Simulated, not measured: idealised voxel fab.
This is a process module. Its name is voxel capacitor over wiring.
FYI the section here is cut, 245 nm wide, cells are 5 nm squares.
Cross-sections here: square-cell grids, written as top-down lists of bands, a band being one or more rows of cells.
Basically the band line says how high the top is and how high the bottom is, in nm, and then what's in it from left to right, every material with its width in nm. Empty space shows up as "empty", and if a single material carries "full width" it runs the full band edge to edge.
The reference from which all heights are counted is 0, the level beneath which the as-received wafer is entirely one material; the lowest band, having no lower bound, proceeds downward and is written after the example "z 0 and below".
When a width is written as two numbers, as in "30..40", the first number is the width in the top row of cells of the band and the second is the width in its bottom row, and the width changes by the same amount from each row to the next.
You'll sometimes find "remains unaltered" written for a step, and that's the way of saying that nowhere in the cross-section did a cell change during that step.
Any empty space of 8 cells or more lacking an open way to the top shows up in "Closed cavity list" as width x height at distance, distance from the left edge, in nm.
On each step's line, the part that comes after the settings is the simulator's own comment on the step.
For masked steps, "overlay nm" on the step line gives how far right of plan the mask actually lay; a minus sign means it lay to the left.

-- These are the steps we planned for the process
1,op RECEIVE | material Si
2,op CONFORMAL_DEP | material SiO2 | thk nm 15
3,op DIRECTIONAL_DEP | material TiN | thk nm 5
4,op DIRECTIONAL_DEP | material W | thk nm 25
5,op DIRECTIONAL_DEP | material aC | thk nm 10
6,op PATTERN | tone cover | mask id METAL_1 | material resist | width nm 25 | pitch nm 80 | thk nm 30 | overlay nm 0
7,op DIRECTIONAL_ETCH | etch materials aC | depth nm 10
8,op STRIP | etch materials resist
9,op DIRECTIONAL_ETCH | etch materials W | depth nm 25
10,op DIRECTIONAL_ETCH | etch materials TiN | depth nm 5
11,op STRIP | etch materials aC
12,op CONFORMAL_DEP | material SiCN | thk nm 5
13,op FILL_DEP | material lowk | thk nm 10
14,op CMP | height nm 45
15,op CONFORMAL_DEP | material SiCN | thk nm 5
16,op DIRECTIONAL_DEP | material lowk | thk nm 10
17,op DIRECTIONAL_DEP | material aC | thk nm 10
18,op PATTERN | tone open | mask id PLUG_1 | material resist | width nm 15 | thk nm 30 | overlay nm 0
19,op DIRECTIONAL_ETCH | etch materials aC | depth nm 10
20,op STRIP | etch materials resist
21,op DIRECTIONAL_ETCH | etch materials lowk | depth nm 10
22,op DIRECTIONAL_ETCH | etch materials SiCN | depth nm 5
23,op STRIP | etch materials aC
24,op CONFORMAL_DEP | material TiN | thk nm 5
25,op FILL_DEP | material Cu | thk nm 5
26,op CMP | height nm 60
27,op DIRECTIONAL_DEP | material TiN | thk nm 5
28,op DIRECTIONAL_DEP | material SiN | thk nm 5
29,op DIRECTIONAL_DEP | material TiN | thk nm 5
30,op DIRECTIONAL_DEP | material aC | thk nm 10
31,op PATTERN | tone cover | mask id UPPER_PLATE | material resist | width nm 60 | thk nm 30 | overlay nm 0
32,op DIRECTIONAL_ETCH | etch materials aC | depth nm 10
33,op STRIP | etch materials resist
34,op DIRECTIONAL_ETCH | etch materials TiN | depth nm 5
35,op DIRECTIONAL_ETCH | etch materials SiN | depth nm 5
36,op STRIP | etch materials aC
37,op PATTERN | tone cover | mask id LOWER_PLATE | material resist | width nm 70 | thk nm 20 | overlay nm 0
38,op DIRECTIONAL_ETCH | etch materials TiN | depth nm 5
39,op STRIP | etch materials resist
40,op FILL_DEP | material SiO2 | thk nm 20
41,op CMP | height nm 90
42,op MASKED_ETCH | tone open | mask id PLUG_2 | width nm 15 | etch materials SiO2 | depth nm 15 | overlay nm 0
43,op CONFORMAL_DEP | material TiN | thk nm 5
44,op FILL_DEP | material Cu | thk nm 10
45,op CMP | height nm 90
46,op CONFORMAL_DEP | material SiN | thk nm 5

-- First of two wafers, with the run carried out as planned

-- Cross-sectional view of the wafer in its as-received condition, corresponding to the state after step 1
> z 0 and below: Si full width
> Closed cavity list: none

-- You're looking at a cross-section of the wafer after step 2
> z 15 to 0: SiO2 full width
> Rest of section, below 0: as before.

-- You're looking at a cross-section of the wafer after step 3
> z 20 to 15: TiN full width
> Rest of section, below 15: as before.

-- You're looking at a cross-section of the wafer after step 4
> z 45 to 20: W full width
> Rest of section, below 20: as before.

-- You're looking at a cross-section of the wafer after step 5
> z 55 to 45: aC full width
> Rest of section, below 45: as before.

-- You're looking at a cross-section of the wafer after step 6
> z 85 to 55: empty (70); resist (25); empty (55); resist (25); empty (70)
> Rest of section, below 55: as before.

-- You're looking at a cross-section of the wafer after step 7
> z 75 to 55: empty (70); resist (25); empty (55); resist (25); empty (70)
> z 55 to 45: empty (70); aC (25); empty (55); aC (25); empty (70)
> Rest of section, below 45: as before.

-- You're looking at a cross-section of the wafer after step 8
> z 55 to 45: empty (70); aC (25); empty (55); aC (25); empty (70)
> Rest of section, below 45: as before.

-- You're looking at a cross-section of the wafer after step 9
> z 55 to 45: empty (70); aC (25); empty (55); aC (25); empty (70)
> z 45 to 20: empty (70); W (25); empty (55); W (25); empty (70)
> Rest of section, below 20: as before.

-- You're looking at a cross-section of the wafer after step 10
> z 55 to 45: empty (70); aC (25); empty (55); aC (25); empty (70)
> z 45 to 20: empty (70); W (25); empty (55); W (25); empty (70)
> z 20 to 15: empty (70); TiN (25); empty (55); TiN (25); empty (70)
> Rest of section, below 15: as before.

-- You're looking at a cross-section of the wafer after step 11
> z 45 to 20: empty (70); W (25); empty (55); W (25); empty (70)
> Rest of section, below 20: as before.

-- You're looking at a cross-section of the wafer after step 12
> z 50 to 45: empty (65); SiCN (35); empty (45); SiCN (35); empty (65)
> z 45 to 20: empty (65); SiCN (5); W (25); SiCN (5); empty (45); SiCN (5); W (25); SiCN (5); empty (65)
> z 20 to 15: SiCN (70); TiN (25); SiCN (55); TiN (25); SiCN (70)
> Rest of section, below 15: as before.

-- You're looking at a cross-section of the wafer after step 13
> z 60 to 50: lowk full width
> z 50 to 45: lowk (65); SiCN (35); lowk (45); SiCN (35); lowk (65)
> z 45 to 20: lowk (65); SiCN (5); W (25); SiCN (5); lowk (45); SiCN (5); W (25); SiCN (5); lowk (65)
> Rest of section, below 20: as before.

-- You're looking at a cross-section of the wafer after step 14
> z 45 to 20: lowk (65); SiCN (5); W (25); SiCN (5); lowk (45); SiCN (5); W (25); SiCN (5); lowk (65)
> Rest of section, below 20: as before.

-- You're looking at a cross-section of the wafer after step 15
> z 50 to 45: SiCN full width
> Rest of section, below 45: as before.

-- You're looking at a cross-section of the wafer after step 16
> z 60 to 50: lowk full width
> Rest of section, below 50: as before.

-- You're looking at a cross-section of the wafer after step 17
> z 70 to 60: aC full width
> Rest of section, below 60: as before.

-- You're looking at a cross-section of the wafer after step 18
> z 100 to 70: resist (80); empty (15); resist (150)
> Rest of section, below 70: as before.

-- You're looking at a cross-section of the wafer after step 19
> z 90 to 70: resist (80); empty (15); resist (150)
> z 70 to 60: aC (80); empty (15); aC (150)
> Rest of section, below 60: as before.

-- You're looking at a cross-section of the wafer after step 20
> z 70 to 60: aC (80); empty (15); aC (150)
> Rest of section, below 60: as before.

-- You're looking at a cross-section of the wafer after step 21
> z 70 to 60: aC (80); empty (15); aC (150)
> z 60 to 50: lowk (80); empty (15); lowk (150)
> Rest of section, below 50: as before.

-- You're looking at a cross-section of the wafer after step 22
> z 70 to 60: aC (80); empty (15); aC (150)
> z 60 to 50: lowk (80); empty (15); lowk (150)
> z 50 to 45: SiCN (80); empty (15); SiCN (150)
> Rest of section, below 45: as before.

-- You're looking at a cross-section of the wafer after step 23
> z 60 to 50: lowk (80); empty (15); lowk (150)
> Rest of section, below 50: as before.

-- You're looking at a cross-section of the wafer after step 24
> z 65 to 60: TiN (85); empty (5); TiN (155)
> z 60 to 50: lowk (80); TiN (5); empty (5); TiN (5); lowk (150)
> z 50 to 45: SiCN (80); TiN (15); SiCN (150)
> Rest of section, below 45: as before.

-- You're looking at a cross-section of the wafer after step 25
> z 70 to 65: Cu full width
> z 65 to 60: TiN (85); Cu (5); TiN (155)
> z 60 to 50: lowk (80); TiN (5); Cu (5); TiN (5); lowk (150)
> Rest of section, below 50: as before.

-- You're looking at a cross-section of the wafer after step 26
> z 60 to 50: lowk (80); TiN (5); Cu (5); TiN (5); lowk (150)
> Rest of section, below 50: as before.

-- You're looking at a cross-section of the wafer after step 27
> z 65 to 60: TiN full width
> Rest of section, below 60: as before.

-- You're looking at a cross-section of the wafer after step 28
> z 70 to 65: SiN full width
> Rest of section, below 65: as before.

-- You're looking at a cross-section of the wafer after step 29
> z 75 to 70: TiN full width
> Rest of section, below 70: as before.

-- You're looking at a cross-section of the wafer after step 30
> z 85 to 75: aC full width
> Rest of section, below 75: as before.

-- You're looking at a cross-section of the wafer after step 31
> z 115 to 85: empty (80); resist (60); empty (105)
> Rest of section, below 85: as before.

-- You're looking at a cross-section of the wafer after step 32
> z 105 to 85: empty (80); resist (60); empty (105)
> z 85 to 75: empty (80); aC (60); empty (105)
> Rest of section, below 75: as before.

-- You're looking at a cross-section of the wafer after step 33
> z 85 to 75: empty (80); aC (60); empty (105)
> Rest of section, below 75: as before.

-- You're looking at a cross-section of the wafer after step 34
> z 85 to 75: empty (80); aC (60); empty (105)
> z 75 to 70: empty (80); TiN (60); empty (105)
> Rest of section, below 70: as before.

-- You're looking at a cross-section of the wafer after step 35
> z 85 to 75: empty (80); aC (60); empty (105)
> z 75 to 70: empty (80); TiN (60); empty (105)
> z 70 to 65: empty (80); SiN (60); empty (105)
> Rest of section, below 65: as before.

-- You're looking at a cross-section of the wafer after step 36
> z 75 to 70: empty (80); TiN (60); empty (105)
> Rest of section, below 70: as before.

-- You're looking at a cross-section of the wafer after step 37
> z 95 to 75: empty (75); resist (70); empty (100)
> z 75 to 70: empty (75); resist (5); TiN (60); resist (5); empty (100)
> z 70 to 65: empty (75); resist (5); SiN (60); resist (5); empty (100)
> Rest of section, below 65: as before.

-- You're looking at a cross-section of the wafer after step 38
> z 95 to 75: empty (75); resist (70); empty (100)
> z 75 to 70: empty (75); resist (5); TiN (60); resist (5); empty (100)
> z 70 to 65: empty (75); resist (5); SiN (60); resist (5); empty (100)
> z 65 to 60: empty (75); TiN (70); empty (100)
> Rest of section, below 60: as before.

-- You're looking at a cross-section of the wafer after step 39
> z 75 to 70: empty (80); TiN (60); empty (105)
> z 70 to 65: empty (80); SiN (60); empty (105)
> Rest of section, below 65: as before.

-- You're looking at a cross-section of the wafer after step 40
> z 95 to 75: SiO2 full width
> z 75 to 70: SiO2 (80); TiN (60); SiO2 (105)
> z 70 to 65: SiO2 (80); SiN (60); SiO2 (105)
> z 65 to 60: SiO2 (75); TiN (70); SiO2 (100)
> Rest of section, below 60: as before.

-- You're looking at a cross-section of the wafer after step 41
> z 90 to 75: SiO2 full width
> Rest of section, below 75: as before.

-- You're looking at a cross-section of the wafer after step 42
> z 90 to 75: SiO2 (90); empty (15); SiO2 (140)
> Rest of section, below 75: as before.

-- You're looking at a cross-section of the wafer after step 43
> z 95 to 90: TiN (95); empty (5); TiN (145)
> z 90 to 80: SiO2 (90); TiN (5); empty (5); TiN (5); SiO2 (140)
> z 80 to 70: SiO2 (90..80); TiN (15..60); SiO2 (140..105)
> Rest of section, below 70: as before.

-- You're looking at a cross-section of the wafer after step 44
> z 105 to 95: Cu full width
> z 95 to 90: TiN (95); Cu (5); TiN (145)
> z 90 to 80: SiO2 (90); TiN (5); Cu (5); TiN (5); SiO2 (140)
> Rest of section, below 80: as before.

-- You're looking at a cross-section of the wafer after step 45
> z 90 to 80: SiO2 (90); TiN (5); Cu (5); TiN (5); SiO2 (140)
> Rest of section, below 80: as before.

-- You're looking at a cross-section of the wafer after step 46
> z 95 to 90: SiN full width
> Rest of section, below 90: as before.

-- The second wafer was prepared from the same starting point and under the same plan as the first; its processing contained one mistake, and it remains indistinguishable from the first wafer up to and including step 14

-- Second wafer, section view, time point: scheduled end of step 15
> z 55 to 45: lowk full width
> Rest of section, below 45: as before.

-- Second wafer, section view, time point: scheduled end of step 16
> z 60 to 55: SiCN full width
> Rest of section, below 55: as before.

-- Second wafer, section view, time point: scheduled end of step 17
> z 70 to 60: aC full width
> Rest of section, below 60: as before.

-- Second wafer, section view, time point: scheduled end of step 18
> z 100 to 70: resist (80); empty (15); resist (150)
> Rest of section, below 70: as before.

-- Second wafer, section view, time point: scheduled end of step 19
> z 90 to 70: resist (80); empty (15); resist (150)
> z 70 to 60: aC (80); empty (15); aC (150)
> Rest of section, below 60: as before.

-- Second wafer, section view, time point: scheduled end of step 20
> z 70 to 60: aC (80); empty (15); aC (150)
> Rest of section, below 60: as before.

Second wafer, section view, time point: scheduled end of step 21: remains unaltered

-- Second wafer, section view, time point: scheduled end of step 22
> z 70 to 60: aC (80); empty (15); aC (150)
> z 60 to 55: SiCN (80); empty (15); SiCN (150)
> Rest of section, below 55: as before.

-- Second wafer, section view, time point: scheduled end of step 23
> z 60 to 55: SiCN (80); empty (15); SiCN (150)
> Rest of section, below 55: as before.

-- Second wafer, section view, time point: scheduled end of step 24
> z 65 to 60: TiN (85); empty (5); TiN (155)
> z 60 to 55: SiCN (80); TiN (15); SiCN (150)
> Rest of section, below 55: as before.

-- Second wafer, section view, time point: scheduled end of step 25
> z 70 to 65: Cu full width
> z 65 to 60: TiN (85); Cu (5); TiN (155)
> Rest of section, below 60: as before.

-- Second wafer, section view, time point: scheduled end of step 26
> z 60 to 55: SiCN (80); TiN (15); SiCN (150)
> Rest of section, below 55: as before.

-- Second wafer, section view, time point: scheduled end of step 27
> z 65 to 60: TiN full width
> Rest of section, below 60: as before.

-- Second wafer, section view, time point: scheduled end of step 28
> z 70 to 65: SiN full width
> Rest of section, below 65: as before.

-- Second wafer, section view, time point: scheduled end of step 29
> z 75 to 70: TiN full width
> Rest of section, below 70: as before.

-- Second wafer, section view, time point: scheduled end of step 30
> z 85 to 75: aC full width
> Rest of section, below 75: as before.

-- Second wafer, section view, time point: scheduled end of step 31
> z 115 to 85: empty (80); resist (60); empty (105)
> Rest of section, below 85: as before.

-- Second wafer, section view, time point: scheduled end of step 32
> z 105 to 85: empty (80); resist (60); empty (105)
> z 85 to 75: empty (80); aC (60); empty (105)
> Rest of section, below 75: as before.

-- Second wafer, section view, time point: scheduled end of step 33
> z 85 to 75: empty (80); aC (60); empty (105)
> Rest of section, below 75: as before.

-- Second wafer, section view, time point: scheduled end of step 34
> z 85 to 75: empty (80); aC (60); empty (105)
> z 75 to 70: empty (80); TiN (60); empty (105)
> Rest of section, below 70: as before.

-- Second wafer, section view, time point: scheduled end of step 35
> z 85 to 75: empty (80); aC (60); empty (105)
> z 75 to 70: empty (80); TiN (60); empty (105)
> z 70 to 65: empty (80); SiN (60); empty (105)
> Rest of section, below 65: as before.

-- Second wafer, section view, time point: scheduled end of step 36
> z 75 to 70: empty (80); TiN (60); empty (105)
> Rest of section, below 70: as before.

-- Second wafer, section view, time point: scheduled end of step 37
> z 95 to 75: empty (75); resist (70); empty (100)
> z 75 to 70: empty (75); resist (5); TiN (60); resist (5); empty (100)
> z 70 to 65: empty (75); resist (5); SiN (60); resist (5); empty (100)
> Rest of section, below 65: as before.

-- Second wafer, section view, time point: scheduled end of step 38
> z 95 to 75: empty (75); resist (70); empty (100)
> z 75 to 70: empty (75); resist (5); TiN (60); resist (5); empty (100)
> z 70 to 65: empty (75); resist (5); SiN (60); resist (5); empty (100)
> z 65 to 60: empty (75); TiN (70); empty (100)
> Rest of section, below 60: as before.

-- Second wafer, section view, time point: scheduled end of step 39
> z 75 to 70: empty (80); TiN (60); empty (105)
> z 70 to 65: empty (80); SiN (60); empty (105)
> Rest of section, below 65: as before.

-- Second wafer, section view, time point: scheduled end of step 40
> z 95 to 75: SiO2 full width
> z 75 to 70: SiO2 (80); TiN (60); SiO2 (105)
> z 70 to 65: SiO2 (80); SiN (60); SiO2 (105)
> z 65 to 60: SiO2 (75); TiN (70); SiO2 (100)
> Rest of section, below 60: as before.

-- Second wafer, section view, time point: scheduled end of step 41
> z 90 to 75: SiO2 full width
> Rest of section, below 75: as before.

-- Second wafer, section view, time point: scheduled end of step 42
> z 90 to 75: SiO2 (90); empty (15); SiO2 (140)
> Rest of section, below 75: as before.

-- Second wafer, section view, time point: scheduled end of step 43
> z 95 to 90: TiN (95); empty (5); TiN (145)
> z 90 to 80: SiO2 (90); TiN (5); empty (5); TiN (5); SiO2 (140)
> z 80 to 70: SiO2 (90..80); TiN (15..60); SiO2 (140..105)
> Rest of section, below 70: as before.

-- Second wafer, section view, time point: scheduled end of step 44
> z 105 to 95: Cu full width
> z 95 to 90: TiN (95); Cu (5); TiN (145)
> z 90 to 80: SiO2 (90); TiN (5); Cu (5); TiN (5); SiO2 (140)
> Rest of section, below 80: as before.

-- Second wafer, section view, time point: scheduled end of step 45
> z 90 to 80: SiO2 (90); TiN (5); Cu (5); TiN (5); SiO2 (140)
> Rest of section, below 80: as before.

-- Second wafer, section view, time point: scheduled end of step 46
> z 95 to 90: SiN full width
> Rest of section, below 90: as before.
Plan not followed: deviation from plan: step 16 and step 15 executed in one another's positions
Final difference in cells, second wafer against first, listed per material as more or fewer: -2 Cu | -4 TiN | +6 lowk
